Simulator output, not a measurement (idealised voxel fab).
Herein follows the process module entitled voxel spacer lines.
It is cross-section cut that appears here, measuring 165 nm in width, its square cells being 5 nm in size.
Cross-section format: a grid of square cells, given as bands from top to bottom; each band is one or more rows of cells. Read a band's entry like this: the first values are the height of its top and the height of its bottom in nm, and what follows is the sequence of materials from left to right, each with its width in nm. Note that "air" is empty space, and that a single material marked "throughout" reaches across the band from edge to edge. We count height from 0. Below that, the starting wafer is all one material. The lowest band never ends at the bottom but goes on down; see "top 0, no bottom" for how that is written. When a width is written as two numbers, as in "30..40", the first number is the width in the top row of cells of the band and the second is the width in its bottom row, and the width changes by the same amount from each row to the next. Step marked "no change occurred"? Then no cell in the cross-section changed in it. Reported under the label "Enclosed void entries" are the empty spaces having no open way to the top and comprising 8 cells or more; the notation for each is width x height at distance, in which the distance is measured from the left edge and all three values are in nm. What comes after the settings on a step's line is commentary from the simulator itself on that step. The "overlay nm" setting may appear on a step's line; for a step that uses a mask, it gives how far to the right of its planned position the mask lay, and a negative value indicates the left.
The following list gives the planned process steps
1 op RECEIVE | material Si
2 op CONFORMAL_DEP | material Al2O3 | thk nm 5
3 op DIRECTIONAL_DEP | material polySi | thk nm 20
4 op DIRECTIONAL_DEP | material aC | thk nm 30
5 op PATTERN | tone cover | mask id MANDREL | material resist | width nm 20 | pitch nm 70 | thk nm 35 | overlay nm 0
6 op DIRECTIONAL_ETCH | etch materials aC | depth nm 30
7 op STRIP | etch materials resist
8 op CONFORMAL_DEP | material SiO2 | thk nm 15
9 op DIRECTIONAL_ETCH | etch materials SiO2 | depth nm 15
10 op STRIP | etch materials aC
11 op DIRECTIONAL_ETCH | etch materials polySi | depth nm 20
12 op STRIP | etch materials SiO2
The following pertains to the first of two wafers, which was processed as planned
Cross-section of the wafer at receipt, which is the condition after step 1
    top 0, no bottom | Si throughout
    Enclosed void entries: none
Cross-sectional representation of the wafer at the conclusion of step 2
    top 5, bottom 0 | Al2O3 throughout
    Rest of section, below 0: as before.
Cross-sectional representation of the wafer at the conclusion of step 3
    top 25, bottom 5 | polySi throughout
    Rest of section, below 5: as before.
Cross-sectional representation of the wafer at the conclusion of step 4
    top 55, bottom 25 | aC throughout
    Rest of section, below 25: as before.
Cross-sectional representation of the wafer at the conclusion of step 5
    top 90, bottom 55 | air 35, resist 20, air 50, resist 20, air 40
    Rest of section, below 55: as before.
Cross-sectional representation of the wafer at the conclusion of step 6
    top 60, bottom 55 | air 35, resist 20, air 50, resist 20, air 40
    top 55, bottom 25 | air 35, aC 20, air 50, aC 20, air 40
    Rest of section, below 25: as before.
Cross-sectional representation of the wafer at the conclusion of step 7
    top 55, bottom 25 | air 35, aC 20, air 50, aC 20, air 40
    Rest of section, below 25: as before.
Cross-sectional representation of the wafer at the conclusion of step 8
    top 70, bottom 55 | air 20, SiO2 50, air 20, SiO2 50, air 25
    top 55, bottom 40 | air 20, SiO2 15, aC 20, SiO2 15, air 20, SiO2 15, aC 20, SiO2 15, air 25
    top 40, bottom 25 | SiO2 35, aC 20, SiO2 50, aC 20, SiO2 40
    Rest of section, below 25: as before.
Cross-sectional representation of the wafer at the conclusion of step 9
    top 55, bottom 25 | air 20, SiO2 15, aC 20, SiO2 15, air 20, SiO2 15, aC 20, SiO2 15, air 25
    Rest of section, below 25: as before.
Cross-sectional representation of the wafer at the conclusion of step 10
    top 55, bottom 25 | air 20, SiO2 15, air 20, SiO2 15, air 20, SiO2 15, air 20, SiO2 15, air 25
    Rest of section, below 25: as before.
Cross-sectional representation of the wafer at the conclusion of step 11
    top 55, bottom 25 | air 20, SiO2 15, air 20, SiO2 15, air 20, SiO2 15, air 20, SiO2 15, air 25
    top 25, bottom 5 | air 20, polySi 15, air 20, polySi 15, air 20, polySi 15, air 20, polySi 15, air 25
    Rest of section, below 5: as before.
Cross-sectional representation of the wafer at the conclusion of step 12
    top 25, bottom 5 | air 20, polySi 15, air 20, polySi 15, air 20, polySi 15, air 20, polySi 15, air 25
    Rest of section, below 5: as before.
Now the other wafer: same start, same recipe, but we messed up one thing when running it. Up to and including step 4 it's the same as the first one
Cross-section of the second wafer at the time by which step 5 should have been completed according to the plan
    top 90, bottom 55 | resist 35, air 20, resist 50, air 20, resist 40
    Rest of section, below 55: as before.
Cross-section of the second wafer at the time by which step 6 should have been completed according to the plan
    top 60, bottom 55 | resist 35, air 20, resist 50, air 20, resist 40
    top 55, bottom 25 | aC 35, air 20, aC 50, air 20, aC 40
    Rest of section, below 25: as before.
Cross-section of the second wafer at the time by which step 7 should have been completed according to the plan
    top 55, bottom 25 | aC 35, air 20, aC 50, air 20, aC 40
    Rest of section, below 25: as before.
Cross-section of the second wafer at the time by which step 8 should have been completed according to the plan
    top 70, bottom 55 | SiO2 throughout
    top 55, bottom 25 | aC 35, SiO2 20, aC 50, SiO2 20, aC 40
    Rest of section, below 25: as before.
Cross-section of the second wafer at the time by which step 9 should have been completed according to the plan
    top 55, bottom 25 | aC 35, SiO2 20, aC 50, SiO2 20, aC 40
    Rest of section, below 25: as before.
Cross-section of the second wafer at the time by which step 10 should have been completed according to the plan
    top 55, bottom 25 | air 35, SiO2 20, air 50, SiO2 20, air 40
    Rest of section, below 25: as before.
Cross-section of the second wafer at the time by which step 11 should have been completed according to the plan
    top 55, bottom 25 | air 35, SiO2 20, air 50, SiO2 20, air 40
    top 25, bottom 5 | air 35, polySi 20, air 50, polySi 20, air 40
    Rest of section, below 5: as before.
Cross-section of the second wafer at the time by which step 12 should have been completed according to the plan
    top 25, bottom 5 | air 35, polySi 20, air 50, polySi 20, air 40
    Rest of section, below 5: as before.
Processing error: contrary to plan, step 5 was performed as op PATTERN | tone open | mask id MANDREL | material resist | width nm 20 | pitch nm 70 | thk nm 35 | overlay nm 0
Final wafer comparison in cells, second versus first, more or fewer per material: polySi -16
